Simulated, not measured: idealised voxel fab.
The document below concerns the process module designated voxel self aligned contacts.
Pictured: cross-section cut, 185 nm wide, on a grid of 5 nm square cells.
For the purposes of this document, a cross-section shall be understood as a grid of square cells, specified as bands listed in top-to-bottom order, each band consisting of one or more rows of cells. Band: top height; bottom height; in nm. Then, left to right: material with width in nm, for each material. "everywhere": a single material spanning edge to edge. "blank": empty space. Height reference: 0 = level under which incoming wafer is all one material. Lowest band: no bottom, runs on downward, e.g. "from 0 down". You'd read "30..40" like this: the band's top row of cells is as wide as the first number, its bottom row is as wide as the second, and going down, every row changes width by the same amount as the row before did. "remained the same" (step): cross-section cells unchanged, all of them. "Sealed void listing" means: voids of 8 cells or more that are shut off from the top with no open way through. Written width x height at distance, distance from the left edge, in nm. Text after the settings on a step's line: the simulator's own remark on that step. Steps that use a mask can have "overlay nm" on their line. It says how far the mask sat to the right of where it was meant to be. Negative means to the left.
# Planned step list for the process
- 1: RECEIVE (material Si)
- 2: OXIDIZE (depth nm 5)
- 3: DIRECTIONAL_DEP (material polySi; thk nm 30)
- 4: DIRECTIONAL_DEP (material SiN; thk nm 15)
- 5: PATTERN (tone cover; mask id GATE; material resist; width nm 25; pitch nm 50; thk nm 15; overlay nm 0)
- 6: DIRECTIONAL_ETCH (etch materials SiN; depth nm 15)
- 7: DIRECTIONAL_ETCH (etch materials polySi; depth nm 30)
- 8: STRIP (etch materials resist)
- 9: CONFORMAL_DEP (material SiN; thk nm 5)
- 10: DIRECTIONAL_ETCH (etch materials SiN; depth nm 5)
- 11: FILL_DEP (material SiO2; thk nm 15)
- 12: CMP (height nm 50)
- 13: MASKED_ETCH (tone open; mask id CONTACT; width nm 35; etch materials SiO2; depth nm 55; overlay nm 0)
- 14: CONFORMAL_DEP (material TiN; thk nm 5)
- 15: FILL_DEP (material W; thk nm 5)
- 16: CMP (height nm 50)
- 17: CONFORMAL_DEP (material SiCN; thk nm 5)
# first wafer, as planned
# Cross-section: wafer on arrival = after step 1
- from 0 down | Si everywhere
- Sealed void listing: none
# After step 2: wafer cross-section
- from 0 to -5 | SiO2 everywhere
- Note: structure below -5 unchanged.
# After step 3: wafer cross-section
- from 30 to 0 | polySi everywhere
- Note: structure below 0 unchanged.
# After step 4: wafer cross-section
- from 45 to 30 | SiN everywhere
- Note: structure below 30 unchanged.
# After step 5: wafer cross-section
- from 60 to 45 | blank: 55; resist: 25; blank: 25; resist: 25; blank: 55
- Note: structure below 45 unchanged.
# After step 6: wafer cross-section
- from 60 to 45 | blank: 55; resist: 25; blank: 25; resist: 25; blank: 55
- from 45 to 30 | blank: 55; SiN: 25; blank: 25; SiN: 25; blank: 55
- Note: structure below 30 unchanged.
# After step 7: wafer cross-section
- from 60 to 45 | blank: 55; resist: 25; blank: 25; resist: 25; blank: 55
- from 45 to 30 | blank: 55; SiN: 25; blank: 25; SiN: 25; blank: 55
- from 30 to 0 | blank: 55; polySi: 25; blank: 25; polySi: 25; blank: 55
- Note: structure below 0 unchanged.
# After step 8: wafer cross-section
- from 45 to 30 | blank: 55; SiN: 25; blank: 25; SiN: 25; blank: 55
- Note: structure below 30 unchanged.
# After step 9: wafer cross-section
- from 50 to 30 | blank: 50; SiN: 35; blank: 15; SiN: 35; blank: 50
- from 30 to 5 | blank: 50; SiN: 5; polySi: 25; SiN: 5; blank: 15; SiN: 5; polySi: 25; SiN: 5; blank: 50
- from 5 to 0 | SiN: 55; polySi: 25; SiN: 25; polySi: 25; SiN: 55
- Note: structure below 0 unchanged.
# After step 10: wafer cross-section
- from 45 to 30 | blank: 50; SiN: 35; blank: 15; SiN: 35; blank: 50
- from 30 to 0 | blank: 50; SiN: 5; polySi: 25; SiN: 5; blank: 15; SiN: 5; polySi: 25; SiN: 5; blank: 50
- Note: structure below 0 unchanged.
# After step 11: wafer cross-section
- from 60 to 45 | SiO2 everywhere
- from 45 to 30 | SiO2: 50; SiN: 35; SiO2: 15; SiN: 35; SiO2: 50
- from 30 to 0 | SiO2: 50; SiN: 5; polySi: 25; SiN: 5; SiO2: 15; SiN: 5; polySi: 25; SiN: 5; SiO2: 50
- Note: structure below 0 unchanged.
# After step 12: wafer cross-section
- from 50 to 45 | SiO2 everywhere
- Note: structure below 45 unchanged.
# After step 13: wafer cross-section
- from 50 to 45 | SiO2: 75; blank: 35; SiO2: 75
- from 45 to 30 | SiO2: 50; SiN: 35; blank: 15; SiN: 35; SiO2: 50
- from 30 to 0 | SiO2: 50; SiN: 5; polySi: 25; SiN: 5; blank: 15; SiN: 5; polySi: 25; SiN: 5; SiO2: 50
- from 0 to -5 | SiO2: 85; blank: 15; SiO2: 85
- Note: structure below -5 unchanged.
# After step 14: wafer cross-section
- from 55 to 50 | TiN: 80; blank: 25; TiN: 80
- from 50 to 45 | SiO2: 75; TiN: 15; blank: 5; TiN: 15; SiO2: 75
- from 45 to 30 | SiO2: 50; SiN: 35; TiN: 5; blank: 5; TiN: 5; SiN: 35; SiO2: 50
- from 30 to 0 | SiO2: 50; SiN: 5; polySi: 25; SiN: 5; TiN: 5; blank: 5; TiN: 5; SiN: 5; polySi: 25; SiN: 5; SiO2: 50
- from 0 to -5 | SiO2: 85; TiN: 15; SiO2: 85
- Note: structure below -5 unchanged.
# After step 15: wafer cross-section
- from 60 to 55 | W everywhere
- from 55 to 50 | TiN: 80; W: 25; TiN: 80
- from 50 to 45 | SiO2: 75; TiN: 15; W: 5; TiN: 15; SiO2: 75
- from 45 to 30 | SiO2: 50; SiN: 35; TiN: 5; W: 5; TiN: 5; SiN: 35; SiO2: 50
- from 30 to 0 | SiO2: 50; SiN: 5; polySi: 25; SiN: 5; TiN: 5; W: 5; TiN: 5; SiN: 5; polySi: 25; SiN: 5; SiO2: 50
- Note: structure below 0 unchanged.
# After step 16: wafer cross-section
- from 50 to 45 | SiO2: 75; TiN: 15; W: 5; TiN: 15; SiO2: 75
- Note: structure below 45 unchanged.
# After step 17: wafer cross-section
- from 55 to 50 | SiCN everywhere
- Note: structure below 50 unchanged.
# Second of two: same start, same plan, one run error; steps up to and including 1 match the first
Cross-sectional view of the second wafer at the intended end time of process step 2: remained the same
# Cross-sectional view of the second wafer at the intended end time of process step 3
- from 30 to 0 | polySi everywhere
- Note: structure below 0 unchanged.
# Cross-sectional view of the second wafer at the intended end time of process step 4
- from 45 to 30 | SiN everywhere
- Note: structure below 30 unchanged.
# Cross-sectional view of the second wafer at the intended end time of process step 5
- from 60 to 45 | blank: 55; resist: 25; blank: 25; resist: 25; blank: 55
- Note: structure below 45 unchanged.
# Cross-sectional view of the second wafer at the intended end time of process step 6
- from 60 to 45 | blank: 55; resist: 25; blank: 25; resist: 25; blank: 55
- from 45 to 30 | blank: 55; SiN: 25; blank: 25; SiN: 25; blank: 55
- Note: structure below 30 unchanged.
# Cross-sectional view of the second wafer at the intended end time of process step 7
- from 60 to 45 | blank: 55; resist: 25; blank: 25; resist: 25; blank: 55
- from 45 to 30 | blank: 55; SiN: 25; blank: 25; SiN: 25; blank: 55
- from 30 to 0 | blank: 55; polySi: 25; blank: 25; polySi: 25; blank: 55
- Note: structure below 0 unchanged.
# Cross-sectional view of the second wafer at the intended end time of process step 8
- from 45 to 30 | blank: 55; SiN: 25; blank: 25; SiN: 25; blank: 55
- Note: structure below 30 unchanged.
# Cross-sectional view of the second wafer at the intended end time of process step 9
- from 50 to 30 | blank: 50; SiN: 35; blank: 15; SiN: 35; blank: 50
- from 30 to 5 | blank: 50; SiN: 5; polySi: 25; SiN: 5; blank: 15; SiN: 5; polySi: 25; SiN: 5; blank: 50
- from 5 to 0 | SiN: 55; polySi: 25; SiN: 25; polySi: 25; SiN: 55
- Note: structure below 0 unchanged.
# Cross-sectional view of the second wafer at the intended end time of process step 10
- from 45 to 30 | blank: 50; SiN: 35; blank: 15; SiN: 35; blank: 50
- from 30 to 0 | blank: 50; SiN: 5; polySi: 25; SiN: 5; blank: 15; SiN: 5; polySi: 25; SiN: 5; blank: 50
- Note: structure below 0 unchanged.
# Cross-sectional view of the second wafer at the intended end time of process step 11
- from 60 to 45 | SiO2 everywhere
- from 45 to 30 | SiO2: 50; SiN: 35; SiO2: 15; SiN: 35; SiO2: 50
- from 30 to 0 | SiO2: 50; SiN: 5; polySi: 25; SiN: 5; SiO2: 15; SiN: 5; polySi: 25; SiN: 5; SiO2: 50
- Note: structure below 0 unchanged.
# Cross-sectional view of the second wafer at the intended end time of process step 12
- from 50 to 45 | SiO2 everywhere
- Note: structure below 45 unchanged.
# Cross-sectional view of the second wafer at the intended end time of process step 13
- from 50 to 45 | SiO2: 75; blank: 35; SiO2: 75
- from 45 to 30 | SiO2: 50; SiN: 35; blank: 15; SiN: 35; SiO2: 50
- from 30 to 0 | SiO2: 50; SiN: 5; polySi: 25; SiN: 5; blank: 15; SiN: 5; polySi: 25; SiN: 5; SiO2: 50
- Note: structure below 0 unchanged.
# Cross-sectional view of the second wafer at the intended end time of process step 14
- from 55 to 50 | TiN: 80; blank: 25; TiN: 80
- from 50 to 45 | SiO2: 75; TiN: 15; blank: 5; TiN: 15; SiO2: 75
- from 45 to 30 | SiO2: 50; SiN: 35; TiN: 5; blank: 5; TiN: 5; SiN: 35; SiO2: 50
- from 30 to 5 | SiO2: 50; SiN: 5; polySi: 25; SiN: 5; TiN: 5; blank: 5; TiN: 5; SiN: 5; polySi: 25; SiN: 5; SiO2: 50
- from 5 to 0 | SiO2: 50; SiN: 5; polySi: 25; SiN: 5; TiN: 15; SiN: 5; polySi: 25; SiN: 5; SiO2: 50
- Note: structure below 0 unchanged.
# Cross-sectional view of the second wafer at the intended end time of process step 15
- from 60 to 55 | W everywhere
- from 55 to 50 | TiN: 80; W: 25; TiN: 80
- from 50 to 45 | SiO2: 75; TiN: 15; W: 5; TiN: 15; SiO2: 75
- from 45 to 30 | SiO2: 50; SiN: 35; TiN: 5; W: 5; TiN: 5; SiN: 35; SiO2: 50
- from 30 to 5 | SiO2: 50; SiN: 5; polySi: 25; SiN: 5; TiN: 5; W: 5; TiN: 5; SiN: 5; polySi: 25; SiN: 5; SiO2: 50
- Note: structure below 5 unchanged.
# Cross-sectional view of the second wafer at the intended end time of process step 16
- from 50 to 45 | SiO2: 75; TiN: 15; W: 5; TiN: 15; SiO2: 75
- Note: structure below 45 unchanged.
# Cross-sectional view of the second wafer at the intended end time of process step 17
- from 55 to 50 | SiCN everywhere
- Note: structure below 50 unchanged.
Here's what went sideways: step 2 of the plan: omitted, not performed
Final tally in cells, some materials are higher or lower on the second wafer than on the first: 37 more of Si | 34 fewer of SiO2 | 2 fewer of TiN | 1 fewer of W
